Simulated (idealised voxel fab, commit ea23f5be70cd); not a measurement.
Presented below is a process module, voxel air gaps.
Each square cell in cross-section cut measures 5 nm, and the section as a whole is 155 nm wide.
In what follows, cross-sections appear as grids of square cells, described through bands that run from the top down, where every band is one or more rows of cells.
Within each band entry, the heights of the top and of the bottom of the band appear first, in that order and in nm; the materials of the band then follow from left to right, each with its corresponding width in nm. The designation "everywhere" on a single material indicates that it fills the band from edge to edge; the designation "blank" indicates empty space.
Where do heights start? At 0: under that level the wafer as delivered is made of one material only. And the lowest band has no floor; it just carries on downward, as in "0 -> down".
Quick explanation for "30->40": the width changes in equal steps down the rows of cells, from the first number in the band's top row to the second number in its bottom row.
Step note "no modifications" = no cross-section cell changed.
If an empty space has no open way to the top and is at least 8 cells in size, "Completely sealed voids" lists it, written width x height at distance, where distance is measured from the left edge and every value is in nm.
If you see something after the settings on a step's line, that's the simulator's own remark about that step.
"overlay nm" denotes, for a step that has a mask, the displacement of the mask to the right of its planned place, with negative values corresponding to the left.
Everything after this point is organized in pairs: a cross-section before one process step, a cross-section after it that shows only as deep as the lowest changed band, and, under the pair, the intervening step with its settings. Because different runs of this module on the same starting wafer can supply different pairs, a pair continues from the pair above it only if its entry headed "Prior state" says so.
Prior state:
0 -> down | Si everywhere
Completely sealed voids: none
Post-Step Cross-Section:
15 -> 0 | SiO2 everywhere
All layers under 0 are left as they were.
Completely sealed voids: none
Applied between the two views above: CONFORMAL_DEP | material SiO2 | thk nm 15
Prior state: after-step cross-section of the pair just above applies.
Post-Step Cross-Section:
20 -> 15 | SiCN everywhere
All layers under 15 are left as they were.
Completely sealed voids: none
Applied between the two views above: CONFORMAL_DEP | material SiCN | thk nm 5
Prior state: after-step cross-section of the pair just above applies.
Post-Step Cross-Section:
55 -> 20 | lowk everywhere
All layers under 20 are left as they were.
Completely sealed voids: none
Applied between the two views above: DIRECTIONAL_DEP | material lowk | thk nm 35
Prior state: after-step cross-section of the pair just above applies.
Post-Step Cross-Section:
70 -> 55 | resist 30  blank 15  resist 25  blank 15  resist 25  blank 15  resist 30
All layers under 55 are left as they were.
Completely sealed voids: none
Applied between the two views above: PATTERN | tone open | mask id LINES | material resist | width nm 15 | pitch nm 40 | thk nm 15 | overlay nm 0
Prior state: after-step cross-section of the pair just above applies.
Post-Step Cross-Section:
70 -> 55 | resist 30  blank 15  resist 25  blank 15  resist 25  blank 15  resist 30
55 -> 20 | lowk 30  blank 15  lowk 25  blank 15  lowk 25  blank 15  lowk 30
All layers under 20 are left as they were.
Completely sealed voids: none
Applied between the two views above: DIRECTIONAL_ETCH | etch materials lowk | depth nm 35
Prior state: after-step cross-section of the pair just above applies.
Post-Step Cross-Section:
55 -> 20 | lowk 30  blank 15  lowk 25  blank 15  lowk 25  blank 15  lowk 30
All layers under 20 are left as they were.
Completely sealed voids: none
Applied between the two views above: STRIP | etch materials resist
Prior state: after-step cross-section of the pair just above applies.
Post-Step Cross-Section:
60 -> 55 | TiN 35  blank 5  TiN 35  blank 5  TiN 35  blank 5  TiN 35
55 -> 25 | lowk 30  TiN 5  blank 5  TiN 5  lowk 25  TiN 5  blank 5  TiN 5  lowk 25  TiN 5  blank 5  TiN 5  lowk 30
25 -> 20 | lowk 30  TiN 15  lowk 25  TiN 15  lowk 25  TiN 15  lowk 30
All layers under 20 are left as they were.
Completely sealed voids: none
Applied between the two views above: CONFORMAL_DEP | material TiN | thk nm 5
Prior state: after-step cross-section of the pair just above applies.
Post-Step Cross-Section:
65 -> 60 | W everywhere
60 -> 55 | TiN 35  W 5  TiN 35  W 5  TiN 35  W 5  TiN 35
55 -> 25 | lowk 30  TiN 5  W 5  TiN 5  lowk 25  TiN 5  W 5  TiN 5  lowk 25  TiN 5  W 5  TiN 5  lowk 30
All layers under 25 are left as they were.
Completely sealed voids: none
Applied between the two views above: FILL_DEP | material W | thk nm 5
Prior state: after-step cross-section of the pair just above applies.
Post-Step Cross-Section:
55 -> 25 | lowk 30  TiN 5  W 5  TiN 5  lowk 25  TiN 5  W 5  TiN 5  lowk 25  TiN 5  W 5  TiN 5  lowk 30
All layers under 25 are left as they were.
Completely sealed voids: none
Applied between the two views above: CMP | height nm 55
Prior state: after-step cross-section of the pair just above applies.
Post-Step Cross-Section:
65 -> 55 | blank 20  Ru 35  blank 5  Ru 35  blank 5  Ru 35  blank 20
All layers under 55 are left as they were.
Completely sealed voids: none
Applied between the two views above: EPI | material Ru | thk nm 10
Prior state: after-step cross-section of the pair just above applies.
Post-Step Cross-Section:
65 -> 55 | blank 20  Ru 35  blank 5  Ru 35  blank 5  Ru 35  blank 20
55 -> 25 | blank 30  TiN 5  W 5  TiN 5  blank 25  TiN 5  W 5  TiN 5  blank 25  TiN 5  W 5  TiN 5  blank 30
25 -> 20 | blank 30  TiN 15  blank 25  TiN 15  blank 25  TiN 15  blank 30
All layers under 20 are left as they were.
Completely sealed voids: none
Applied between the two views above: SELECTIVE_ETCH | etch materials lowk | depth nm 45
Prior state: after-step cross-section of the pair just above applies.
Post-Step Cross-Section:
70 -> 65 | blank 15  SiCN 125  blank 15
65 -> 55 | blank 15  SiCN 5  Ru 35  SiCN 5  Ru 35  SiCN 5  Ru 35  SiCN 5  blank 15
55 -> 50 | blank 15  SiCN 15  TiN 5  W 5  TiN 5  SiCN 25  TiN 5  W 5  TiN 5  SiCN 25  TiN 5  W 5  TiN 5  SiCN 15  blank 15
50 -> 25 | blank 25  SiCN 5  TiN 5  W 5  TiN 5  SiCN 5  blank 15  SiCN 5  TiN 5  W 5  TiN 5  SiCN 5  blank 15  SiCN 5  TiN 5  W 5  TiN 5  SiCN 5  blank 25
25 -> 20 | SiCN 30  TiN 15  SiCN 25  TiN 15  SiCN 25  TiN 15  SiCN 30
All layers under 20 are left as they were.
Completely sealed voids: 15 x 25 at 50; 15 x 25 at 90
Applied between the two views above: CONFORMAL_DEP | material SiCN | thk nm 5
Prior state:
15 -> 0 | SiO2 everywhere
0 -> down | Si everywhere
Completely sealed voids: none
Post-Step Cross-Section:
50 -> 15 | lowk everywhere
All layers under 15 are left as they were.
Completely sealed voids: none
Applied between the two views above: DIRECTIONAL_DEP | material lowk | thk nm 35
Prior state: after-step cross-section of the pair just above applies.
Post-Step Cross-Section:
65 -> 50 | resist 30  blank 15  resist 25  blank 15  resist 25  blank 15  resist 30
All layers under 50 are left as they were.
Completely sealed voids: none
Applied between the two views above: PATTERN | tone open | mask id LINES | material resist | width nm 15 | pitch nm 40 | thk nm 15 | overlay nm 0
Prior state: after-step cross-section of the pair just above applies.
Post-Step Cross-Section:
65 -> 50 | resist 30  blank 15  resist 25  blank 15  resist 25  blank 15  resist 30
50 -> 15 | lowk 30  blank 15  lowk 25  blank 15  lowk 25  blank 15  lowk 30
All layers under 15 are left as they were.
Completely sealed voids: none
Applied between the two views above: DIRECTIONAL_ETCH | etch materials lowk | depth nm 35
Prior state: after-step cross-section of the pair just above applies.
Post-Step Cross-Section:
50 -> 15 | lowk 30  blank 15  lowk 25  blank 15  lowk 25  blank 15  lowk 30
All layers under 15 are left as they were.
Completely sealed voids: none
Applied between the two views above: STRIP | etch materials resist
Prior state: after-step cross-section of the pair just above applies.
Post-Step Cross-Section:
55 -> 50 | TiN 35  blank 5  TiN 35  blank 5  TiN 35  blank 5  TiN 35
50 -> 20 | lowk 30  TiN 5  blank 5  TiN 5  lowk 25  TiN 5  blank 5  TiN 5  lowk 25  TiN 5  blank 5  TiN 5  lowk 30
20 -> 15 | lowk 30  TiN 15  lowk 25  TiN 15  lowk 25  TiN 15  lowk 30
All layers under 15 are left as they were.
Completely sealed voids: none
Applied between the two views above: CONFORMAL_DEP | material TiN | thk nm 5
Prior state: after-step cross-section of the pair just above applies.
Post-Step Cross-Section:
60 -> 55 | W everywhere
55 -> 50 | TiN 35  W 5  TiN 35  W 5  TiN 35  W 5  TiN 35
50 -> 20 | lowk 30  TiN 5  W 5  TiN 5  lowk 25  TiN 5  W 5  TiN 5  lowk 25  TiN 5  W 5  TiN 5  lowk 30
All layers under 20 are left as they were.
Completely sealed voids: none
Applied between the two views above: FILL_DEP | material W | thk nm 5
Prior state: after-step cross-section of the pair just above applies.
Post-Step Cross-Section:
55 -> 50 | TiN 35  W 5  TiN 35  W 5  TiN 35  W 5  TiN 35
All layers under 50 are left as they were.
Completely sealed voids: none
Applied between the two views above: CMP | height nm 55
Prior state: after-step cross-section of the pair just above applies.
Post-Step Cross-Section:
65 -> 55 | Ru everywhere
All layers under 55 are left as they were.
Completely sealed voids: none
Applied between the two views above: EPI | material Ru | thk nm 10
Prior state: after-step cross-section of the pair just above applies.
Post-Step Cross-Section:
70 -> 65 | SiCN everywhere
All layers under 65 are left as they were.
Completely sealed voids: none
Applied between the two views above: CONFORMAL_DEP | material SiCN | thk nm 5
Prior state:
65 -> 55 | blank 20  Ru 35  blank 5  Ru 35  blank 5  Ru 35  blank 20
55 -> 25 | lowk 30  TiN 5  W 5  TiN 5  lowk 25  TiN 5  W 5  TiN 5  lowk 25  TiN 5  W 5  TiN 5  lowk 30
25 -> 20 | lowk 30  TiN 15  lowk 25  TiN 15  lowk 25  TiN 15  lowk 30
20 -> 15 | SiCN everywhere
15 -> 0 | SiO2 everywhere
0 -> down | Si everywhere
Completely sealed voids: none
Post-Step Cross-Section:
75 -> 55 | blank 10  Ru 135  blank 10
All layers under 55 are left as they were.
Completely sealed voids: none
Applied between the two views above: EPI | material Ru | thk nm 10
Prior state: after-step cross-section of the pair just above applies.
Post-Step Cross-Section:
75 -> 55 | blank 10  Ru 135  blank 10
55 -> 25 | blank 30  TiN 5  W 5  TiN 5  lowk 25  TiN 5  W 5  TiN 5  lowk 25  TiN 5  W 5  TiN 5  blank 30
25 -> 20 | blank 30  TiN 15  lowk 25  TiN 15  lowk 25  TiN 15  blank 30
All layers under 20 are left as they were.
Completely sealed voids: none
Applied between the two views above: SELECTIVE_ETCH | etch materials lowk | depth nm 45
Prior state: after-step cross-section of the pair just above applies.
Post-Step Cross-Section:
80 -> 75 | blank 5  SiCN 145  blank 5
75 -> 55 | blank 5  SiCN 5  Ru 135  SiCN 5  blank 5
55 -> 50 | blank 5  SiCN 25  TiN 5  W 5  TiN 5  lowk 25  TiN 5  W 5  TiN 5  lowk 25  TiN 5  W 5  TiN 5  SiCN 25  blank 5
50 -> 25 | blank 25  SiCN 5  TiN 5  W 5  TiN 5  lowk 25  TiN 5  W 5  TiN 5  lowk 25  TiN 5  W 5  TiN 5  SiCN 5  blank 25
25 -> 20 | SiCN 30  TiN 15  lowk 25  TiN 15  lowk 25  TiN 15  SiCN 30
All layers under 20 are left as they were.
Completely sealed voids: none
Applied between the two views above: CONFORMAL_DEP | material SiCN | thk nm 5
Prior state:
0 -> down | Si everywhere
Completely sealed voids: none
Post-Step Cross-Section:
5 -> 0 | SiCN everywhere
All layers under 0 are left as they were.
Completely sealed voids: none
Applied between the two views above: CONFORMAL_DEP | material SiCN | thk nm 5
Prior state: after-step cross-section of the pair just above applies.
Post-Step Cross-Section:
20 -> 5 | SiO2 everywhere
All layers under 5 are left as they were.
Completely sealed voids: none
Applied between the two views above: CONFORMAL_DEP | material SiO2 | thk nm 15
Prior state: after-step cross-section of the pair just above applies.
Post-Step Cross-Section:
55 -> 20 | lowk everywhere
All layers under 20 are left as they were.
Completely sealed voids: none
Applied between the two views above: DIRECTIONAL_DEP | material lowk | thk nm 35
Prior state: after-step cross-section of the pair just above applies.
Post-Step Cross-Section:
70 -> 55 | resist 30  blank 15  resist 25  blank 15  resist 25  blank 15  resist 30
All layers under 55 are left as they were.
Completely sealed voids: none
Applied between the two views above: PATTERN | tone open | mask id LINES | material resist | width nm 15 | pitch nm 40 | thk nm 15 | overlay nm 0
Prior state: after-step cross-section of the pair just above applies.
Post-Step Cross-Section:
70 -> 55 | resist 30  blank 15  resist 25  blank 15  resist 25  blank 15  resist 30
55 -> 20 | lowk 30  blank 15  lowk 25  blank 15  lowk 25  blank 15  lowk 30
All layers under 20 are left as they were.
Completely sealed voids: none
Applied between the two views above: DIRECTIONAL_ETCH | etch materials lowk | depth nm 35
Prior state: after-step cross-section of the pair just above applies.
Post-Step Cross-Section:
55 -> 20 | lowk 30  blank 15  lowk 25  blank 15  lowk 25  blank 15  lowk 30
All layers under 20 are left as they were.
Completely sealed voids: none
Applied between the two views above: STRIP | etch materials resist
Prior state: after-step cross-section of the pair just above applies.
Post-Step Cross-Section:
60 -> 55 | TiN 35  blank 5  TiN 35  blank 5  TiN 35  blank 5  TiN 35
55 -> 25 | lowk 30  TiN 5  blank 5  TiN 5  lowk 25  TiN 5  blank 5  TiN 5  lowk 25  TiN 5  blank 5  TiN 5  lowk 30
25 -> 20 | lowk 30  TiN 15  lowk 25  TiN 15  lowk 25  TiN 15  lowk 30
All layers under 20 are left as they were.
Completely sealed voids: none
Applied between the two views above: CONFORMAL_DEP | material TiN | thk nm 5
Prior state: after-step cross-section of the pair just above applies.
Post-Step Cross-Section:
65 -> 60 | W everywhere
60 -> 55 | TiN 35  W 5  TiN 35  W 5  TiN 35  W 5  TiN 35
55 -> 25 | lowk 30  TiN 5  W 5  TiN 5  lowk 25  TiN 5  W 5  TiN 5  lowk 25  TiN 5  W 5  TiN 5  lowk 30
All layers under 25 are left as they were.
Completely sealed voids: none
Applied between the two views above: FILL_DEP | material W | thk nm 5
Prior state: after-step cross-section of the pair just above applies.
Post-Step Cross-Section:
55 -> 25 | lowk 30  TiN 5  W 5  TiN 5  lowk 25  TiN 5  W 5  TiN 5  lowk 25  TiN 5  W 5  TiN 5  lowk 30
All layers under 25 are left as they were.
Completely sealed voids: none
Applied between the two views above: CMP | height nm 55
Prior state: after-step cross-section of the pair just above applies.
Post-Step Cross-Section:
65 -> 55 | blank 20  Ru 35  blank 5  Ru 35  blank 5  Ru 35  blank 20
All layers under 55 are left as they were.
Completely sealed voids: none
Applied between the two views above: EPI | material Ru | thk nm 10
Prior state: after-step cross-section of the pair just above applies.
Post-Step Cross-Section:
65 -> 55 | blank 20  Ru 35  blank 5  Ru 35  blank 5  Ru 35  blank 20
55 -> 25 | blank 30  TiN 5  W 5  TiN 5  blank 25  TiN 5  W 5  TiN 5  blank 25  TiN 5  W 5  TiN 5  blank 30
25 -> 20 | blank 30  TiN 15  blank 25  TiN 15  blank 25  TiN 15  blank 30
All layers under 20 are left as they were.
Completely sealed voids: none
Applied between the two views above: SELECTIVE_ETCH | etch materials lowk | depth nm 45
Prior state: after-step cross-section of the pair just above applies.
Post-Step Cross-Section:
70 -> 65 | blank 15  SiCN 125  blank 15
65 -> 55 | blank 15  SiCN 5  Ru 35  SiCN 5  Ru 35  SiCN 5  Ru 35  SiCN 5  blank 15
55 -> 50 | blank 15  SiCN 15  TiN 5  W 5  TiN 5  SiCN 25  TiN 5  W 5  TiN 5  SiCN 25  TiN 5  W 5  TiN 5  SiCN 15  blank 15
50 -> 25 | blank 25  SiCN 5  TiN 5  W 5  TiN 5  SiCN 5  blank 15  SiCN 5  TiN 5  W 5  TiN 5  SiCN 5  blank 15  SiCN 5  TiN 5  W 5  TiN 5  SiCN 5  blank 25
25 -> 20 | SiCN 30  TiN 15  SiCN 25  TiN 15  SiCN 25  TiN 15  SiCN 30
All layers under 20 are left as they were.
Completely sealed voids: 15 x 25 at 50; 15 x 25 at 90
Applied between the two views above: CONFORMAL_DEP | material SiCN | thk nm 5
Prior state:
0 -> down | Si everywhere
Completely sealed voids: none
Post-Step Cross-Section:
5 -> 0 | SiO2 everywhere
All layers under 0 are left as they were.
Completely sealed voids: none
Applied between the two views above: CONFORMAL_DEP | material SiO2 | thk nm 5
Prior state: after-step cross-section of the pair just above applies.
Post-Step Cross-Section:
10 -> 5 | SiCN everywhere
All layers under 5 are left as they were.
Completely sealed voids: none
Applied between the two views above: CONFORMAL_DEP | material SiCN | thk nm 5
Prior state: after-step cross-section of the pair just above applies.
Post-Step Cross-Section:
45 -> 10 | lowk everywhere
All layers under 10 are left as they were.
Completely sealed voids: none
Applied between the two views above: DIRECTIONAL_DEP | material lowk | thk nm 35
Prior state: after-step cross-section of the pair just above applies.
Post-Step Cross-Section:
60 -> 45 | resist 30  blank 15  resist 25  blank 15  resist 25  blank 15  resist 30
All layers under 45 are left as they were.
Completely sealed voids: none
Applied between the two views above: PATTERN | tone open | mask id LINES | material resist | width nm 15 | pitch nm 40 | thk nm 15 | overlay nm 0
Prior state: after-step cross-section of the pair just above applies.
Post-Step Cross-Section:
60 -> 45 | resist 30  blank 15  resist 25  blank 15  resist 25  blank 15  resist 30
45 -> 10 | lowk 30  blank 15  lowk 25  blank 15  lowk 25  blank 15  lowk 30
All layers under 10 are left as they were.
Completely sealed voids: none
Applied between the two views above: DIRECTIONAL_ETCH | etch materials lowk | depth nm 35
Prior state: after-step cross-section of the pair just above applies.
Post-Step Cross-Section:
45 -> 10 | lowk 30  blank 15  lowk 25  blank 15  lowk 25  blank 15  lowk 30
All layers under 10 are left as they were.
Completely sealed voids: none
Applied between the two views above: STRIP | etch materials resist
Prior state: after-step cross-section of the pair just above applies.
Post-Step Cross-Section:
50 -> 45 | TiN 35  blank 5  TiN 35  blank 5  TiN 35  blank 5  TiN 35
45 -> 15 | lowk 30  TiN 5  blank 5  TiN 5  lowk 25  TiN 5  blank 5  TiN 5  lowk 25  TiN 5  blank 5  TiN 5  lowk 30
15 -> 10 | lowk 30  TiN 15  lowk 25  TiN 15  lowk 25  TiN 15  lowk 30
All layers under 10 are left as they were.
Completely sealed voids: none
Applied between the two views above: CONFORMAL_DEP | material TiN | thk nm 5
Prior state: after-step cross-section of the pair just above applies.
Post-Step Cross-Section:
55 -> 50 | W everywhere
50 -> 45 | TiN 35  W 5  TiN 35  W 5  TiN 35  W 5  TiN 35
45 -> 15 | lowk 30  TiN 5  W 5  TiN 5  lowk 25  TiN 5  W 5  TiN 5  lowk 25  TiN 5  W 5  TiN 5  lowk 30
All layers under 15 are left as they were.
Completely sealed voids: none
Applied between the two views above: FILL_DEP | material W | thk nm 5
Prior state: after-step cross-section of the pair just above applies.
Post-Step Cross-Section:
65 -> 55 | Ru everywhere
All layers under 55 are left as they were.
Completely sealed voids: none
Applied between the two views above: EPI | material Ru | thk nm 10
Prior state: after-step cross-section of the pair just above applies.
Post-Step Cross-Section:
70 -> 65 | SiCN everywhere
All layers under 65 are left as they were.
Completely sealed voids: none
Applied between the two views above: CONFORMAL_DEP | material SiCN | thk nm 5
Prior state:
55 -> 20 | lowk everywhere
20 -> 15 | SiCN everywhere
15 -> 0 | SiO2 everywhere
0 -> down | Si everywhere
Completely sealed voids: none
Post-Step Cross-Section:
70 -> 55 | resist 30  blank 20  resist 20  blank 20  resist 20  blank 20  resist 25
All layers under 55 are left as they were.
Completely sealed voids: none
Applied between the two views above: PATTERN | tone open | mask id LINES | material resist | width nm 20 | pitch nm 40 | thk nm 15 | overlay nm 0
Prior state: after-step cross-section of the pair just above applies.
Post-Step Cross-Section:
70 -> 55 | resist 30  blank 20  resist 20  blank 20  resist 20  blank 20  resist 25
55 -> 20 | lowk 30  blank 20  lowk 20  blank 20  lowk 20  blank 20  lowk 25
All layers under 20 are left as they were.
Completely sealed voids: none
Applied between the two views above: DIRECTIONAL_ETCH | etch materials lowk | depth nm 35
Prior state: after-step cross-section of the pair just above applies.
Post-Step Cross-Section:
55 -> 20 | lowk 30  blank 20  lowk 20  blank 20  lowk 20  blank 20  lowk 25
All layers under 20 are left as they were.
Completely sealed voids: none
Applied between the two views above: STRIP | etch materials resist
Prior state: after-step cross-section of the pair just above applies.
Post-Step Cross-Section:
60 -> 55 | TiN 35  blank 10  TiN 30  blank 10  TiN 30  blank 10  TiN 30
55 -> 25 | lowk 30  TiN 5  blank 10  TiN 5  lowk 20  TiN 5  blank 10  TiN 5  lowk 20  TiN 5  blank 10  TiN 5  lowk 25
25 -> 20 | lowk 30  TiN 20  lowk 20  TiN 20  lowk 20  TiN 20  lowk 25
All layers under 20 are left as they were.
Completely sealed voids: none
Applied between the two views above: CONFORMAL_DEP | material TiN | thk nm 5
Prior state: after-step cross-section of the pair just above applies.
Post-Step Cross-Section:
65 -> 60 | W everywhere
60 -> 55 | TiN 35  W 10  TiN 30  W 10  TiN 30  W 10  TiN 30
55 -> 25 | lowk 30  TiN 5  W 10  TiN 5  lowk 20  TiN 5  W 10  TiN 5  lowk 20  TiN 5  W 10  TiN 5  lowk 25
All layers under 25 are left as they were.
Completely sealed voids: none
Applied between the two views above: FILL_DEP | material W | thk nm 5
Prior state: after-step cross-section of the pair just above applies.
Post-Step Cross-Section:
55 -> 25 | lowk 30  TiN 5  W 10  TiN 5  lowk 20  TiN 5  W 10  TiN 5  lowk 20  TiN 5  W 10  TiN 5  lowk 25
All layers under 25 are left as they were.
Completely sealed voids: none
Applied between the two views above: CMP | height nm 55
Prior state: after-step cross-section of the pair just above applies.
Post-Step Cross-Section:
65 -> 55 | blank 20  Ru 120  blank 15
All layers under 55 are left as they were.
Completely sealed voids: none
Applied between the two views above: EPI | material Ru | thk nm 10
Prior state: after-step cross-section of the pair just above applies.
Post-Step Cross-Section:
65 -> 55 | blank 20  Ru 120  blank 15
55 -> 25 | blank 30  TiN 5  W 10  TiN 5  lowk 20  TiN 5  W 10  TiN 5  lowk 20  TiN 5  W 10  TiN 5  blank 25
25 -> 20 | blank 30  TiN 20  lowk 20  TiN 20  lowk 20  TiN 20  blank 25
All layers under 20 are left as they were.
Completely sealed voids: none
Applied between the two views above: SELECTIVE_ETCH | etch materials lowk | depth nm 45
Prior state: after-step cross-section of the pair just above applies.
Post-Step Cross-Section:
70 -> 65 | blank 15  SiCN 130  blank 10
65 -> 55 | blank 15  SiCN 5  Ru 120  SiCN 5  blank 10
55 -> 50 | blank 15  SiCN 15  TiN 5  W 10  TiN 5  lowk 20  TiN 5  W 10  TiN 5  lowk 20  TiN 5  W 10  TiN 5  SiCN 15  blank 10
50 -> 25 | blank 25  SiCN 5  TiN 5  W 10  TiN 5  lowk 20  TiN 5  W 10  TiN 5  lowk 20  TiN 5  W 10  TiN 5  SiCN 5  blank 20
25 -> 20 | SiCN 30  TiN 20  lowk 20  TiN 20  lowk 20  TiN 20  SiCN 25
All layers under 20 are left as they were.
Completely sealed voids: none
Applied between the two views above: CONFORMAL_DEP | material SiCN | thk nm 5
Prior state:
55 -> 20 | lowk everywhere
20 -> 15 | SiCN everywhere
15 -> 0 | SiO2 everywhere
0 -> down | Si everywhere
Completely sealed voids: none
Post-Step Cross-Section:
70 -> 55 | resist 35  blank 15  resist 25  blank 15  resist 25  blank 15  resist 25
All layers under 55 are left as they were.
Completely sealed voids: none
Applied between the two views above: PATTERN | tone open | mask id LINES | material resist | width nm 15 | pitch nm 40 | thk nm 15 | overlay nm 5
Prior state: after-step cross-section of the pair just above applies.
Post-Step Cross-Section:
70 -> 55 | resist 35  blank 15  resist 25  blank 15  resist 25  blank 15  resist 25
55 -> 20 | lowk 35  blank 15  lowk 25  blank 15  lowk 25  blank 15  lowk 25
All layers under 20 are left as they were.
Completely sealed voids: none
Applied between the two views above: DIRECTIONAL_ETCH | etch materials lowk | depth nm 35
Prior state: after-step cross-section of the pair just above applies.
Post-Step Cross-Section:
55 -> 20 | lowk 35  blank 15  lowk 25  blank 15  lowk 25  blank 15  lowk 25
All layers under 20 are left as they were.
Completely sealed voids: none
Applied between the two views above: STRIP | etch materials resist
Prior state: after-step cross-section of the pair just above applies.
Post-Step Cross-Section:
60 -> 55 | TiN 40  blank 5  TiN 35  blank 5  TiN 35  blank 5  TiN 30
55 -> 25 | lowk 35  TiN 5  blank 5  TiN 5  lowk 25  TiN 5  blank 5  TiN 5  lowk 25  TiN 5  blank 5  TiN 5  lowk 25
25 -> 20 | lowk 35  TiN 15  lowk 25  TiN 15  lowk 25  TiN 15  lowk 25
All layers under 20 are left as they were.
Completely sealed voids: none
Applied between the two views above: CONFORMAL_DEP | material TiN | thk nm 5
Prior state: after-step cross-section of the pair just above applies.
Post-Step Cross-Section:
65 -> 60 | W everywhere
60 -> 55 | TiN 40  W 5  TiN 35  W 5  TiN 35  W 5  TiN 30
55 -> 25 | lowk 35  TiN 5  W 5  TiN 5  lowk 25  TiN 5  W 5  TiN 5  lowk 25  TiN 5  W 5  TiN 5  lowk 25
All layers under 25 are left as they were.
Completely sealed voids: none
Applied between the two views above: FILL_DEP | material W | thk nm 5
Prior state: after-step cross-section of the pair just above applies.
Post-Step Cross-Section:
55 -> 25 | lowk 35  TiN 5  W 5  TiN 5  lowk 25  TiN 5  W 5  TiN 5  lowk 25  TiN 5  W 5  TiN 5  lowk 25
All layers under 25 are left as they were.
Completely sealed voids: none
Applied between the two views above: CMP | height nm 55
Prior state: after-step cross-section of the pair just above applies.
Post-Step Cross-Section:
65 -> 55 | blank 25  Ru 35  blank 5  Ru 35  blank 5  Ru 35  blank 15
All layers under 55 are left as they were.
Completely sealed voids: none
Applied between the two views above: EPI | material Ru | thk nm 10
Prior state: after-step cross-section of the pair just above applies.
Post-Step Cross-Section:
65 -> 55 | blank 25  Ru 35  blank 5  Ru 35  blank 5  Ru 35  blank 15
55 -> 25 | blank 35  TiN 5  W 5  TiN 5  blank 25  TiN 5  W 5  TiN 5  blank 25  TiN 5  W 5  TiN 5  blank 25
25 -> 20 | blank 35  TiN 15  blank 25  TiN 15  blank 25  TiN 15  blank 25
All layers under 20 are left as they were.
Completely sealed voids: none
Applied between the two views above: SELECTIVE_ETCH | etch materials lowk | depth nm 45
Prior state: after-step cross-section of the pair just above applies.
Post-Step Cross-Section:
70 -> 65 | blank 20  SiCN 125  blank 10
65 -> 55 | blank 20  SiCN 5  Ru 35  SiCN 5  Ru 35  SiCN 5  Ru 35  SiCN 5  blank 10
55 -> 50 | blank 20  SiCN 15  TiN 5  W 5  TiN 5  SiCN 25  TiN 5  W 5  TiN 5  SiCN 25  TiN 5  W 5  TiN 5  SiCN 15  blank 10
50 -> 25 | blank 30  SiCN 5  TiN 5  W 5  TiN 5  SiCN 5  blank 15  SiCN 5  TiN 5  W 5  TiN 5  SiCN 5  blank 15  SiCN 5  TiN 5  W 5  TiN 5  SiCN 5  blank 20
25 -> 20 | SiCN 35  TiN 15  SiCN 25  TiN 15  SiCN 25  TiN 15  SiCN 25
All layers under 20 are left as they were.
Completely sealed voids: 15 x 25 at 55; 15 x 25 at 95
Applied between the two views above: CONFORMAL_DEP | material SiCN | thk nm 5
Prior state:
0 -> down | Si everywhere
Completely sealed voids: none
Post-Step Cross-Section:
15 -> 0 | SiCN everywhere
All layers under 0 are left as they were.
Completely sealed voids: none
Applied between the two views above: CONFORMAL_DEP | material SiCN | thk nm 15
Prior state: after-step cross-section of the pair just above applies.
Post-Step Cross-Section:
20 -> 0 | SiCN everywhere
All layers under 0 are left as they were.
Completely sealed voids: none
Applied between the two views above: CONFORMAL_DEP | material SiCN | thk nm 5
Prior state: after-step cross-section of the pair just above applies.
Post-Step Cross-Section:
55 -> 20 | lowk everywhere
All layers under 20 are left as they were.
Completely sealed voids: none
Applied between the two views above: DIRECTIONAL_DEP | material lowk | thk nm 35
Prior state: after-step cross-section of the pair just above applies.
Post-Step Cross-Section:
70 -> 55 | resist 30  blank 15  resist 25  blank 15  resist 25  blank 15  resist 30
All layers under 55 are left as they were.
Completely sealed voids: none
Applied between the two views above: PATTERN | tone open | mask id LINES | material resist | width nm 15 | pitch nm 40 | thk nm 15 | overlay nm 0
Prior state: after-step cross-section of the pair just above applies.
Post-Step Cross-Section:
70 -> 55 | resist 30  blank 15  resist 25  blank 15  resist 25  blank 15  resist 30
55 -> 20 | lowk 30  blank 15  lowk 25  blank 15  lowk 25  blank 15  lowk 30
All layers under 20 are left as they were.
Completely sealed voids: none
Applied between the two views above: DIRECTIONAL_ETCH | etch materials lowk | depth nm 35
Prior state: after-step cross-section of the pair just above applies.
Post-Step Cross-Section:
55 -> 20 | lowk 30  blank 15  lowk 25  blank 15  lowk 25  blank 15  lowk 30
All layers under 20 are left as they were.
Completely sealed voids: none
Applied between the two views above: STRIP | etch materials resist
Prior state: after-step cross-section of the pair just above applies.
Post-Step Cross-Section:
60 -> 55 | TiN 35  blank 5  TiN 35  blank 5  TiN 35  blank 5  TiN 35
55 -> 25 | lowk 30  TiN 5  blank 5  TiN 5  lowk 25  TiN 5  blank 5  TiN 5  lowk 25  TiN 5  blank 5  TiN 5  lowk 30
25 -> 20 | lowk 30  TiN 15  lowk 25  TiN 15  lowk 25  TiN 15  lowk 30
All layers under 20 are left as they were.
Completely sealed voids: none
Applied between the two views above: CONFORMAL_DEP | material TiN | thk nm 5
Prior state: after-step cross-section of the pair just above applies.
Post-Step Cross-Section:
65 -> 60 | W everywhere
60 -> 55 | TiN 35  W 5  TiN 35  W 5  TiN 35  W 5  TiN 35
55 -> 25 | lowk 30  TiN 5  W 5  TiN 5  lowk 25  TiN 5  W 5  TiN 5  lowk 25  TiN 5  W 5  TiN 5  lowk 30
All layers under 25 are left as they were.
Completely sealed voids: none
Applied between the two views above: FILL_DEP | material W | thk nm 5
Prior state: after-step cross-section of the pair just above applies.
Post-Step Cross-Section:
55 -> 25 | lowk 30  TiN 5  W 5  TiN 5  lowk 25  TiN 5  W 5  TiN 5  lowk 25  TiN 5  W 5  TiN 5  lowk 30
All layers under 25 are left as they were.
Completely sealed voids: none
Applied between the two views above: CMP | height nm 55
Prior state: after-step cross-section of the pair just above applies.
Post-Step Cross-Section:
65 -> 55 | blank 20  Ru 35  blank 5  Ru 35  blank 5  Ru 35  blank 20
All layers under 55 are left as they were.
Completely sealed voids: none
Applied between the two views above: EPI | material Ru | thk nm 10
Prior state: after-step cross-section of the pair just above applies.
Post-Step Cross-Section:
65 -> 55 | blank 20  Ru 35  blank 5  Ru 35  blank 5  Ru 35  blank 20
55 -> 25 | blank 30  TiN 5  W 5  TiN 5  blank 25  TiN 5  W 5  TiN 5  blank 25  TiN 5  W 5  TiN 5  blank 30
25 -> 20 | blank 30  TiN 15  blank 25  TiN 15  blank 25  TiN 15  blank 30
All layers under 20 are left as they were.
Completely sealed voids: none
Applied between the two views above: SELECTIVE_ETCH | etch materials lowk | depth nm 45
